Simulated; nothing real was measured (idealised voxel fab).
process module | voxel gate over fins
cross-section cut | 240 nm wide | cells 5 nm
A cross-section is a grid of square cells, given in bands from the top down. A band is one or more rows of cells.
Each band's line starts with the height of the band's top and of its bottom, in nm. Then come its materials from left to right, each with its width in nm. One material with "throughout" fills the band from edge to edge. "air" is empty space.
Height 0 is the level under which the wafer as received is all one material. The lowest band goes on downwards, as in "0 down".
A width such as "30 to 40" changes by the same amount from each row of cells to the next, from the band's top row to its bottom row.
"no change" after a step means that no cell of the cross-section changed.
closed voids: empty space of 8 cells or more with no open way to the top, each as width x height at its distance from the left edge, in nm
after a step's settings: what the simulator itself notes on the step
overlay nm, on a step with a mask: how far to the right of its planned place the mask lay; to the left if negative
plan
1 op RECEIVE | material Si
2 op CONFORMAL_DEP | material SiN | thk nm 5
3 op MASKED_ETCH | tone cover | mask id FINS | width nm 15 | pitch nm 40 | etch materials SiN | depth nm 5 | overlay nm 0
4 op MASKED_ETCH | tone cover | mask id FINS | width nm 15 | pitch nm 40 | etch materials Si | depth nm 40 | overlay nm 0
5 op FILL_DEP | material SiO2 | thk nm 10
6 op CMP | height nm 5
7 op SELECTIVE_ETCH | etch materials SiO2 | depth nm 20
8 op STRIP | etch materials SiN
9 op CONFORMAL_DEP | material HfO2 | thk nm 5
10 op CONFORMAL_DEP | material TiN | thk nm 5
11 op CONFORMAL_DEP | material TiAl | thk nm 5
12 op CONFORMAL_DEP | material TiN | thk nm 5
13 op FILL_DEP | material W | thk nm 10
14 op CMP | height nm 25
15 op CONFORMAL_DEP | material SiN | thk nm 5
first wafer, as planned
as received, after step 1
  0 down: Si throughout
  closed voids: none
after step 2
  5 to 0: SiN throughout
  below 0: unchanged
after step 3
  5 to 0: air 50 | SiN 15 | air 25 | SiN 15 | air 25 | SiN 15 | air 25 | SiN 15 | air 55
  below 0: unchanged
after step 4
  5 to 0: air 50 | SiN 15 | air 25 | SiN 15 | air 25 | SiN 15 | air 25 | SiN 15 | air 55
  0 to -40: air 50 | Si 15 | air 25 | Si 15 | air 25 | Si 15 | air 25 | Si 15 | air 55
  below -40: unchanged
after step 5
  15 to 5: SiO2 throughout
  5 to 0: SiO2 50 | SiN 15 | SiO2 25 | SiN 15 | SiO2 25 | SiN 15 | SiO2 25 | SiN 15 | SiO2 55
  0 to -40: SiO2 50 | Si 15 | SiO2 25 | Si 15 | SiO2 25 | Si 15 | SiO2 25 | Si 15 | SiO2 55
  below -40: unchanged
after step 6
  5 to 0: SiO2 50 | SiN 15 | SiO2 25 | SiN 15 | SiO2 25 | SiN 15 | SiO2 25 | SiN 15 | SiO2 55
  below 0: unchanged
after step 7
  5 to 0: air 50 | SiN 15 | air 25 | SiN 15 | air 25 | SiN 15 | air 25 | SiN 15 | air 55
  0 to -15: air 50 | Si 15 | air 25 | Si 15 | air 25 | Si 15 | air 25 | Si 15 | air 55
  below -15: unchanged
after step 8
  0 to -15: air 50 | Si 15 | air 25 | Si 15 | air 25 | Si 15 | air 25 | Si 15 | air 55
  below -15: unchanged
after step 9
  5 to 0: air 45 | HfO2 25 | air 15 | HfO2 25 | air 15 | HfO2 25 | air 15 | HfO2 25 | air 50
  0 to -10: air 45 | HfO2 5 | Si 15 | HfO2 5 | air 15 | HfO2 5 | Si 15 | HfO2 5 | air 15 | HfO2 5 | Si 15 | HfO2 5 | air 15 | HfO2 5 | Si 15 | HfO2 5 | air 50
  -10 to -15: HfO2 50 | Si 15 | HfO2 25 | Si 15 | HfO2 25 | Si 15 | HfO2 25 | Si 15 | HfO2 55
  below -15: unchanged
after step 10
  10 to 5: air 40 | TiN 35 | air 5 | TiN 35 | air 5 | TiN 35 | air 5 | TiN 35 | air 45
  5 to 0: air 40 | TiN 5 | HfO2 25 | TiN 5 | air 5 | TiN 5 | HfO2 25 | TiN 5 | air 5 | TiN 5 | HfO2 25 | TiN 5 | air 5 | TiN 5 | HfO2 25 | TiN 5 | air 45
  0 to -5: air 40 | TiN 5 | HfO2 5 | Si 15 | HfO2 5 | TiN 5 | air 5 | TiN 5 | HfO2 5 | Si 15 | HfO2 5 | TiN 5 | air 5 | TiN 5 | HfO2 5 | Si 15 | HfO2 5 | TiN 5 | air 5 | TiN 5 | HfO2 5 | Si 15 | HfO2 5 | TiN 5 | air 45
  -5 to -10: TiN 45 | HfO2 5 | Si 15 | HfO2 5 | TiN 15 | HfO2 5 | Si 15 | HfO2 5 | TiN 15 | HfO2 5 | Si 15 | HfO2 5 | TiN 15 | HfO2 5 | Si 15 | HfO2 5 | TiN 50
  below -10: unchanged
after step 11
  15 to 10: air 35 | TiAl 165 | air 40
  10 to 5: air 35 | TiAl 5 | TiN 35 | TiAl 5 | TiN 35 | TiAl 5 | TiN 35 | TiAl 5 | TiN 35 | TiAl 5 | air 40
  5 to 0: air 35 | TiAl 5 | TiN 5 | HfO2 25 | TiN 5 | TiAl 5 | TiN 5 | HfO2 25 | TiN 5 | TiAl 5 | TiN 5 | HfO2 25 | TiN 5 | TiAl 5 | TiN 5 | HfO2 25 | TiN 5 | TiAl 5 | air 40
  0 to -5: TiAl 40 | TiN 5 | HfO2 5 | Si 15 | HfO2 5 | TiN 5 | TiAl 5 | TiN 5 | HfO2 5 | Si 15 | HfO2 5 | TiN 5 | TiAl 5 | TiN 5 | HfO2 5 | Si 15 | HfO2 5 | TiN 5 | TiAl 5 | TiN 5 | HfO2 5 | Si 15 | HfO2 5 | TiN 5 | TiAl 45
  below -5: unchanged
after step 12
  20 to 15: air 30 | TiN 175 | air 35
  15 to 10: air 30 | TiN 5 | TiAl 165 | TiN 5 | air 35
  10 to 5: air 30 | TiN 5 | TiAl 5 | TiN 35 | TiAl 5 | TiN 35 | TiAl 5 | TiN 35 | TiAl 5 | TiN 35 | TiAl 5 | TiN 5 | air 35
  5 to 0: TiN 35 | TiAl 5 | TiN 5 | HfO2 25 | TiN 5 | TiAl 5 | TiN 5 | HfO2 25 | TiN 5 | TiAl 5 | TiN 5 | HfO2 25 | TiN 5 | TiAl 5 | TiN 5 | HfO2 25 | TiN 5 | TiAl 5 | TiN 40
  below 0: unchanged
after step 13
  30 to 20: W throughout
  20 to 15: W 30 | TiN 175 | W 35
  15 to 10: W 30 | TiN 5 | TiAl 165 | TiN 5 | W 35
  10 to 5: W 30 | TiN 5 | TiAl 5 | TiN 35 | TiAl 5 | TiN 35 | TiAl 5 | TiN 35 | TiAl 5 | TiN 35 | TiAl 5 | TiN 5 | W 35
  below 5: unchanged
after step 14
  25 to 20: W throughout
  below 20: unchanged
after step 15
  30 to 25: SiN throughout
  below 25: unchanged
second wafer: like start, like plan, one mistake. Through step 8 it matches the first wafer
when step 9 should have ended
  5 to 0: air 45 | TiN 25 | air 15 | TiN 25 | air 15 | TiN 25 | air 15 | TiN 25 | air 50
  0 to -10: air 45 | TiN 5 | Si 15 | TiN 5 | air 15 | TiN 5 | Si 15 | TiN 5 | air 15 | TiN 5 | Si 15 | TiN 5 | air 15 | TiN 5 | Si 15 | TiN 5 | air 50
  -10 to -15: TiN 50 | Si 15 | TiN 25 | Si 15 | TiN 25 | Si 15 | TiN 25 | Si 15 | TiN 55
  below -15: unchanged
when step 10 should have ended
  10 to 0: air 40 | TiN 35 | air 5 | TiN 35 | air 5 | TiN 35 | air 5 | TiN 35 | air 45
  0 to -5: air 40 | TiN 10 | Si 15 | TiN 10 | air 5 | TiN 10 | Si 15 | TiN 10 | air 5 | TiN 10 | Si 15 | TiN 10 | air 5 | TiN 10 | Si 15 | TiN 10 | air 45
  -5 to -15: TiN 50 | Si 15 | TiN 25 | Si 15 | TiN 25 | Si 15 | TiN 25 | Si 15 | TiN 55
  below -15: unchanged
when step 11 should have ended
  15 to 10: air 35 | TiAl 165 | air 40
  10 to 0: air 35 | TiAl 5 | TiN 35 | TiAl 5 | TiN 35 | TiAl 5 | TiN 35 | TiAl 5 | TiN 35 | TiAl 5 | air 40
  0 to -5: TiAl 40 | TiN 10 | Si 15 | TiN 10 | TiAl 5 | TiN 10 | Si 15 | TiN 10 | TiAl 5 | TiN 10 | Si 15 | TiN 10 | TiAl 5 | TiN 10 | Si 15 | TiN 10 | TiAl 45
  below -5: unchanged
when step 12 should have ended
  20 to 15: air 30 | TiN 175 | air 35
  15 to 10: air 30 | TiN 5 | TiAl 165 | TiN 5 | air 35
  10 to 5: air 30 | TiN 5 | TiAl 5 | TiN 35 | TiAl 5 | TiN 35 | TiAl 5 | TiN 35 | TiAl 5 | TiN 35 | TiAl 5 | TiN 5 | air 35
  5 to 0: TiN 35 | TiAl 5 | TiN 35 | TiAl 5 | TiN 35 | TiAl 5 | TiN 35 | TiAl 5 | TiN 35 | TiAl 5 | TiN 40
  below 0: unchanged
when step 13 should have ended
  30 to 20: W throughout
  20 to 15: W 30 | TiN 175 | W 35
  15 to 10: W 30 | TiN 5 | TiAl 165 | TiN 5 | W 35
  10 to 5: W 30 | TiN 5 | TiAl 5 | TiN 35 | TiAl 5 | TiN 35 | TiAl 5 | TiN 35 | TiAl 5 | TiN 35 | TiAl 5 | TiN 5 | W 35
  below 5: unchanged
when step 14 should have ended
  25 to 20: W throughout
  below 20: unchanged
when step 15 should have ended
  30 to 25: SiN throughout
  below 25: unchanged
what went wrong: step 9 ran as: op CONFORMAL_DEP | material TiN | thk nm 5
at the end the second wafer has, in cells: 72 fewer of HfO2 | 72 more of TiN
